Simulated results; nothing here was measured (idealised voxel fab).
Title: Process Module voxel gate over fins
This is section cut - it's 235 nm across, gridded in 5 nm square cells.
Format of a cross-section: grid, square cells. Given as bands. Order: top down. Band: one or more rows of cells. The entry gives the band's vertical extent as a top height and a bottom height in nm, then its horizontal make-up as materials from left to right, each with a width in nm. "empty" stands for empty space; a single material marked "throughout" fills the band edge to edge. Height reference: 0 = level under which incoming wafer is all one material. Lowest band: no bottom, runs on downward, e.g. "0 and below". Top row gets the first number, bottom row gets the second, and each row in between changes by the same step: that is how a band width like "30->40" works. For the purposes of this document, the phrase "same as before" attached to a step denotes that no cell within the cross-section was modified by that step. Closed-off voids of 8+ cells (no open route to the top) go in "Completely enclosed voids", written width x height at distance from the left edge, in nm. Whatever follows a step's settings on its line is a remark the simulator itself makes about that step. For masked steps, "overlay nm" on the step line gives how far right of plan the mask actually lay; a minus sign means it lay to the left.

-- Steps in the process plan
1,RECEIVE, material Si
2,CONFORMAL_DEP, material SiN, thk nm 10
3,PATTERN, tone cover, mask id FINS, material resist, width nm 15, pitch nm 45, thk nm 20, overlay nm 0
4,DIRECTIONAL_ETCH, etch materials SiN, depth nm 10
5,DIRECTIONAL_ETCH, etch materials Si, depth nm 40
6,STRIP, etch materials resist
7,FILL_DEP, material SiO2, thk nm 5
8,CMP, height nm 10
9,SELECTIVE_ETCH, etch materials SiO2, depth nm 25
10,STRIP, etch materials SiN
11,CONFORMAL_DEP, material HfO2, thk nm 5
12,CONFORMAL_DEP, material TiN, thk nm 5
13,CONFORMAL_DEP, material TiAl, thk nm 5
14,CONFORMAL_DEP, material TiN, thk nm 5
15,FILL_DEP, material W, thk nm 15
16,CMP, height nm 30
17,CONFORMAL_DEP, material SiN, thk nm 5
The plan's step 3 width nm is the first wafer's value; the wafers differ in this setting and start identical.

-- Cross-sectional view of the first of several wafers in the as-received condition, corresponding to the state following step 1
- 0 and below  Si throughout
- Completely enclosed voids: none

-- First of several wafers: cross-section at the end of the module, after step 17, its last step
- 35 down to 30  SiN throughout
- 30 down to 20  W throughout
- 20 down to 15  W 65 nm  TiN 100 nm  W 70 nm
- 15 down to 10  W 65 nm  TiN 5 nm  TiAl 90 nm  TiN 5 nm  W 70 nm
- 10 down to 5  W 65 nm  TiN 5 nm  TiAl 5 nm  TiN 35 nm  TiAl 10 nm  TiN 35 nm  TiAl 5 nm  TiN 5 nm  W 70 nm
- 5 down to 0  TiN 70 nm  TiAl 5 nm  TiN 5 nm  HfO2 25 nm  TiN 5 nm  TiAl 10 nm  TiN 5 nm  HfO2 25 nm  TiN 5 nm  TiAl 5 nm  TiN 75 nm
- 0 down to -5  TiAl 75 nm  TiN 5 nm  HfO2 5 nm  Si 15 nm  HfO2 5 nm  TiN 5 nm  TiAl 10 nm  TiN 5 nm  HfO2 5 nm  Si 15 nm  HfO2 5 nm  TiN 5 nm  TiAl 80 nm
- -5 down to -10  TiN 80 nm  HfO2 5 nm  Si 15 nm  HfO2 5 nm  TiN 20 nm  HfO2 5 nm  Si 15 nm  HfO2 5 nm  TiN 85 nm
- -10 down to -15  HfO2 85 nm  Si 15 nm  HfO2 30 nm  Si 15 nm  HfO2 90 nm
- -15 down to -40  SiO2 85 nm  Si 15 nm  SiO2 30 nm  Si 15 nm  SiO2 90 nm
- -40 and below  Si throughout
- Completely enclosed voids: none

-- Sectional view of the last wafer upon completion of the module
- 35 down to 30  SiN throughout
- 30 down to 20  W throughout
- 20 down to 15  W 60 nm  TiN 115 nm  W 60 nm
- 15 down to 10  W 60 nm  TiN 5 nm  TiAl 105 nm  TiN 5 nm  W 60 nm
- 10 down to 5  W 60 nm  TiN 5 nm  TiAl 5 nm  TiN 95 nm  TiAl 5 nm  TiN 5 nm  W 60 nm
- 5 down to 0  TiN 65 nm  TiAl 5 nm  TiN 5 nm  HfO2 40 nm  TiN 5 nm  HfO2 40 nm  TiN 5 nm  TiAl 5 nm  TiN 65 nm
- 0 down to -5  TiAl 70 nm  TiN 5 nm  HfO2 5 nm  Si 30 nm  HfO2 5 nm  TiN 5 nm  HfO2 5 nm  Si 30 nm  HfO2 5 nm  TiN 5 nm  TiAl 70 nm
- -5 down to -10  TiN 75 nm  HfO2 5 nm  Si 30 nm  HfO2 5 nm  TiN 5 nm  HfO2 5 nm  Si 30 nm  HfO2 5 nm  TiN 75 nm
- -10 down to -15  HfO2 80 nm  Si 30 nm  HfO2 15 nm  Si 30 nm  HfO2 80 nm
- -15 down to -40  SiO2 80 nm  Si 30 nm  SiO2 15 nm  Si 30 nm  SiO2 80 nm
- -40 and below  Si throughout
- Completely enclosed voids: none

-- For your reference, the table is organized with a row per wafer; each row reflects the wafer at the end of the module, indicating for each material the cells gained (+) or lost (-) since receipt, and thereafter its closed voids
width nm 15; +59 HfO2; -328 Si; +47 SiN; +205 SiO2; +59 TiAl; +112 TiN; +175 W; Completely enclosed voids: none
width nm 20; +59 HfO2; -312 Si; +47 SiN; +195 SiO2; +56 TiAl; +112 TiN; +172 W; Completely enclosed voids: none
width nm 25; +59 HfO2; -296 Si; +47 SiN; +185 SiO2; +53 TiAl; +112 TiN; +169 W; Completely enclosed voids: none
width nm 30; +59 HfO2; -280 Si; +47 SiN; +175 SiO2; +53 TiAl; +109 TiN; +166 W; Completely enclosed voids: none
